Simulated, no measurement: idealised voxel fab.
process module | voxel capacitor over wiring
cross-section cut | 200 nm wide | cells 5 nm
A cross-section is a grid of square cells, given in bands from the top down. A band is one or more rows of cells.
Each band's line starts with the height of the band's top and of its bottom, in nm. Then come its materials from left to right, each with its width in nm. One material with "throughout" fills the band from edge to edge. "air" is empty space.
Height 0 is the level under which the wafer as received is all one material. The lowest band goes on downwards, as in "0 down".
A width such as "30 to 40" changes by the same amount from each row of cells to the next, from the band's top row to its bottom row.
"no change" after a step means that no cell of the cross-section changed.
closed voids: empty space of 8 cells or more with no open way to the top, each as width x height at its distance from the left edge, in nm
after a step's settings: what the simulator itself notes on the step
overlay nm, on a step with a mask: how far to the right of its planned place the mask lay; to the left if negative
plan
1 op RECEIVE | material Si
2 op CONFORMAL_DEP | material SiO2 | thk nm 15
3 op DIRECTIONAL_DEP | material TiN | thk nm 5
4 op DIRECTIONAL_DEP | material W | thk nm 25
5 op MASKED_ETCH | tone cover | mask id METAL_1 | width nm 20 | pitch nm 90 | etch materials W | depth nm 25 | overlay nm 0
6 op MASKED_ETCH | tone cover | mask id METAL_1 | width nm 20 | pitch nm 90 | etch materials TiN | depth nm 5 | overlay nm 0
7 op FILL_DEP | material SiO2 | thk nm 10
8 op CMP | height nm 45
9 op CONFORMAL_DEP | material SiCN | thk nm 5
10 op DIRECTIONAL_DEP | material SiO2 | thk nm 20
11 op DIRECTIONAL_DEP | material aC | thk nm 10
12 op PATTERN | tone open | mask id PLUG_1 | material resist | width nm 15 | thk nm 25 | overlay nm 0
13 op DIRECTIONAL_ETCH | etch materials aC | depth nm 10
14 op STRIP | etch materials resist
15 op DIRECTIONAL_ETCH | etch materials SiO2 | depth nm 20
16 op DIRECTIONAL_ETCH | etch materials SiCN | depth nm 5
17 op STRIP | etch materials aC
18 op CONFORMAL_DEP | material TiN | thk nm 5
19 op FILL_DEP | material W | thk nm 5
20 op CMP | height nm 70
21 op DIRECTIONAL_DEP | material TiN | thk nm 10
22 op DIRECTIONAL_DEP | material HfO2 | thk nm 5
23 op DIRECTIONAL_DEP | material TiN | thk nm 5
24 op DIRECTIONAL_DEP | material aC | thk nm 15
25 op PATTERN | tone cover | mask id UPPER_PLATE | material resist | width nm 75 | thk nm 30 | overlay nm 0
26 op DIRECTIONAL_ETCH | etch materials aC | depth nm 15
27 op STRIP | etch materials resist
28 op DIRECTIONAL_ETCH | etch materials TiN | depth nm 5
29 op DIRECTIONAL_ETCH | etch materials HfO2 | depth nm 5
30 op STRIP | etch materials aC
31 op PATTERN | tone cover | mask id LOWER_PLATE | material resist | width nm 85 | thk nm 20 | overlay nm 0
32 op DIRECTIONAL_ETCH | etch materials TiN | depth nm 10
33 op STRIP | etch materials resist
34 op FILL_DEP | material SiO2 | thk nm 20
35 op CMP | height nm 105
36 op DIRECTIONAL_DEP | material aC | thk nm 15
37 op PATTERN | tone open | mask id PLUG_2 | material resist | width nm 15 | thk nm 35 | overlay nm 0
38 op DIRECTIONAL_ETCH | etch materials aC | depth nm 15
39 op STRIP | etch materials resist
40 op DIRECTIONAL_ETCH | etch materials SiO2 | depth nm 15
41 op STRIP | etch materials aC
42 op CONFORMAL_DEP | material TiN | thk nm 5
43 op FILL_DEP | material Cu | thk nm 5
44 op CMP | height nm 105
45 op CONFORMAL_DEP | material SiN | thk nm 5
as received, after step 1
  0 down: Si throughout
  closed voids: none
first wafer at the end, as planned
  110 to 105: SiN throughout
  105 to 95: SiO2 60 | TiN 5 | Cu 5 | TiN 5 | SiO2 125
  95 to 85: SiO2 60 to 50 | TiN 15 to 75 | SiO2 125 to 75
  85 to 80: SiO2 50 | HfO2 75 | SiO2 75
  80 to 70: SiO2 45 | TiN 85 | SiO2 70
  70 to 50: SiO2 50 | TiN 5 | W 5 | TiN 5 | SiO2 135
  50 to 45: SiCN 50 | TiN 15 | SiCN 135
  45 to 20: SiO2 45 | W 20 | SiO2 70 | W 20 | SiO2 45
  20 to 15: SiO2 45 | TiN 20 | SiO2 70 | TiN 20 | SiO2 45
  15 to 0: SiO2 throughout
  0 down: Si throughout
  closed voids: none
second wafer at the end: like start, like plan, one mistake
  110 to 105: SiN throughout
  105 to 95: SiO2 60 | TiN 5 | Cu 5 | TiN 5 | SiO2 125
  95 to 90: SiO2 60 | TiN 15 | SiO2 125
  90 to 85: SiO2 45 | TiN 5 | SiO2 75 | TiN 5 | SiO2 70
  85 to 80: HfO2 50 | SiO2 75 | HfO2 75
  80 to 70: TiN throughout
  70 to 50: SiO2 50 | TiN 5 | W 5 | TiN 5 | SiO2 135
  50 to 45: SiCN 50 | TiN 15 | SiCN 135
  45 to 20: SiO2 45 | W 20 | SiO2 70 | W 20 | SiO2 45
  20 to 15: SiO2 45 | TiN 20 | SiO2 70 | TiN 20 | SiO2 45
  15 to 0: SiO2 throughout
  0 down: Si throughout
  closed voids: none
what went wrong: step 25 ran as: op PATTERN | tone open | mask id UPPER_PLATE | material resist | width nm 75 | thk nm 30 | overlay nm 0
at the end the second wafer has, in cells: 10 more of HfO2 | 43 fewer of SiO2 | 33 more of TiN
